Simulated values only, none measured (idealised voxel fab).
The process module presented herein is designated voxel gate over fins.
The cross-section on display is named cut; it measures 140 nm wide, and its cells are 5 nm squares.
Bands, listed from the top down, are how a cross-section gets written in this document; the cross-section itself is a grid of square cells, and a band is one or more rows of them. First you get the band's top height and its bottom height, in nm, and then the materials it's made of, left to right, with each width in nm. If you see a single material with "all across", that one covers the band edge to edge. "air" is empty space. Height reference: 0 = level under which incoming wafer is all one material. Lowest band: no bottom, runs on downward, e.g. "0 and below". Quick explanation for "30->40": the width changes in equal steps down the rows of cells, from the first number in the band's top row to the second number in its bottom row. No cell of the cross-section changed in a step that is given as "no alteration". Closed-off voids of 8+ cells (no open route to the top) go in "Fully enclosed voids", written width x height at distance from the left edge, in nm. On a step's line, text after the settings is the simulator commenting on that step. Each step line may optionally specify "overlay nm", which for a step with a mask gives the rightward distance between the mask's planned place and where it lay, a negative value indicating the leftward direction.

THE STEPS PLANNED FOR THE PROCESS ARE AS FOLLOWS
1,RECEIVE with material Si
2,CONFORMAL_DEP with material SiN, thk nm 5
3,MASKED_ETCH with tone cover, mask id FINS, width nm 15, pitch nm 45, etch materials SiN, depth nm 5, overlay nm 0
4,MASKED_ETCH with tone cover, mask id FINS, width nm 15, pitch nm 45, etch materials Si, depth nm 40, overlay nm 0
5,OXIDIZE with depth nm 5
6,FILL_DEP with material SiO2, thk nm 5
7,CMP with height nm 5
8,SELECTIVE_ETCH with etch materials SiO2, depth nm 20
9,STRIP with etch materials SiN
10,CONFORMAL_DEP with material HfO2, thk nm 5
11,CONFORMAL_DEP with material TiN, thk nm 5
12,FILL_DEP with material W, thk nm 15
13,CMP with height nm 20
14,CONFORMAL_DEP with material SiN, thk nm 10

RECEIVED-STATE CROSS-SECTION, REFLECTING COMPLETION OF STEP 1
0 and below  Si all across
Fully enclosed voids: none

FIRST WAFER OF TWO, SECTIONED AT END OF MODULE; RUN WENT PER PLAN
30 down to 20  SiN all across
20 down to 10  W all across
10 down to 5  W (10), then TiN (25), then W (20), then TiN (25), then W (20), then TiN (25), then W (15)
5 down to 0  W (10), then TiN (5), then HfO2 (15), then TiN (5), then W (20), then TiN (5), then HfO2 (15), then TiN (5), then W (20), then TiN (5), then HfO2 (15), then TiN (5), then W (15)
0 down to -5  W (10), then TiN (5), then HfO2 (5), then Si (5), then HfO2 (5), then TiN (5), then W (20), then TiN (5), then HfO2 (5), then Si (5), then HfO2 (5), then TiN (5), then W (20), then TiN (5), then HfO2 (5), then Si (5), then HfO2 (5), then TiN (5), then W (15)
-5 down to -10  TiN (15), then HfO2 (5), then Si (5), then HfO2 (5), then TiN (30), then HfO2 (5), then Si (5), then HfO2 (5), then TiN (30), then HfO2 (5), then Si (5), then HfO2 (5), then TiN (20)
-10 down to -15  HfO2 (20), then Si (5), then HfO2 (40), then Si (5), then HfO2 (40), then Si (5), then HfO2 (25)
-15 down to -45  SiO2 (20), then Si (5), then SiO2 (40), then Si (5), then SiO2 (40), then Si (5), then SiO2 (25)
-45 and below  Si all across
Fully enclosed voids: none

HERE IS THE SECOND OF THE TWO WAFERS CUT OPEN AT THE END OF THE MODULE - SAME START, SAME PLAN AS THE FIRST ONE, BUT WE MADE ONE MISTAKE RUNNING IT
30 down to 20  SiN all across
20 down to 10  W all across
10 down to 5  W (15), then TiN (25), then W (20), then TiN (25), then W (20), then TiN (25), then W (10)
5 down to 0  W (10), then TiN (10), then HfO2 (15), then TiN (5), then W (15), then TiN (10), then HfO2 (15), then TiN (5), then W (15), then TiN (10), then HfO2 (15), then TiN (5), then W (10)
0 down to -5  W (10), then TiN (5), then HfO2 (10), then Si (5), then HfO2 (5), then TiN (5), then W (15), then TiN (5), then HfO2 (10), then Si (5), then HfO2 (5), then TiN (5), then W (15), then TiN (5), then HfO2 (10), then Si (5), then HfO2 (5), then TiN (5), then W (10)
-5 down to -10  TiN (15), then HfO2 (5), then Si (10), then HfO2 (5), then TiN (25), then HfO2 (5), then Si (10), then HfO2 (5), then TiN (25), then HfO2 (5), then Si (10), then HfO2 (5), then TiN (15)
-10 down to -15  HfO2 (20), then Si (10), then HfO2 (35), then Si (10), then HfO2 (35), then Si (10), then HfO2 (20)
-15 down to -45  SiO2 (20), then Si (10), then SiO2 (35), then Si (10), then SiO2 (35), then Si (10), then SiO2 (20)
-45 and below  Si all across
Fully enclosed voids: none
What went wrong in running the wafer? step 3 was not run as planned; what actually ran was MASKED_ETCH with tone cover, mask id FINS, width nm 15, pitch nm 45, etch materials SiN, depth nm 5, overlay nm 5
Per the end-of-run cell counts, the second wafer holds more or fewer of some materials than the first: Si +24; SiO2 -18; W -6
